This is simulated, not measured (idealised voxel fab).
Documented hereafter: the process module known as voxel released beams.
Section cut is 185 nm wide and gridded with 5 nm square cells.
For the purposes of this document, a cross-section shall be understood as a grid of square cells, specified as bands listed in top-to-bottom order, each band consisting of one or more rows of cells.
This entry defines a band. It first specifies the height of the band's top and the height of its bottom in nm, and then specifies the band's materials from left to right, stating each material with its width in nm. The word "everywhere" identifies a single material that fills the band from edge to edge, while the word "air" identifies empty space.
Heights are expressed relative to 0, this being the level below which the as-received wafer comprises one material exclusively. The lowest band is unbounded in the downward direction and is denoted as in "0 nm and below".
When a width is written as two numbers, as in "30->40", the first number is the width in the top row of cells of the band and the second is the width in its bottom row, and the width changes by the same amount from each row to the next.
For the purposes of this document, the phrase "all unchanged" attached to a step denotes that no cell within the cross-section was modified by that step.
Under "Cavities, closed" you'll find the enclosed gaps, the ones with no way out to the top, that are 8 cells or bigger; each reads width x height at distance, with distance counted from the left edge, everything in nm.
Note: text after step settings on the step line = simulator remark on that step.
"overlay nm", when on a step's line for a step with a mask, measures how far to the right of its planned place the mask lay; a negative measure means to the left.
-- These are the steps we planned for the process
1: RECEIVE: material Si
2: CONFORMAL_DEP: material Al2O3, thk nm 5
3: DIRECTIONAL_DEP: material SiO2, thk nm 20
4: MASKED_ETCH: tone open, mask id ANCHOR, width nm 25, etch materials SiO2, depth nm 20, overlay nm 0
5: CONFORMAL_DEP: material SiN, thk nm 10
6: DIRECTIONAL_DEP: material aC, thk nm 15
7: PATTERN: tone cover, mask id BEAM, material resist, width nm 110, thk nm 35, overlay nm 0
8: DIRECTIONAL_ETCH: etch materials aC, depth nm 15
9: STRIP: etch materials resist
10: DIRECTIONAL_ETCH: etch materials SiN, depth nm 10
11: STRIP: etch materials aC
12: STRIP: etch materials SiO2
-- Delivered wafer in cross-section: state after step 1
    0 nm and below  Si everywhere
    Cavities, closed: none
-- Look at the cross-section after the module: the wafer started out the way shown above and the plan was the one shown above, yet one mistake was made along the way
    30 nm to 20 nm  air: 35, SiN: 15, air: 5, SiN: 90, air: 40
    20 nm to 10 nm  air: 40, SiN: 10, air: 5, SiN: 10, air: 120
    10 nm to 0 nm  air: 40, SiN: 25, air: 120
    0 nm and below  Si everywhere
    Cavities, closed: none
Against the plan, the run slipped here: plan step 2 never ran because it was skipped
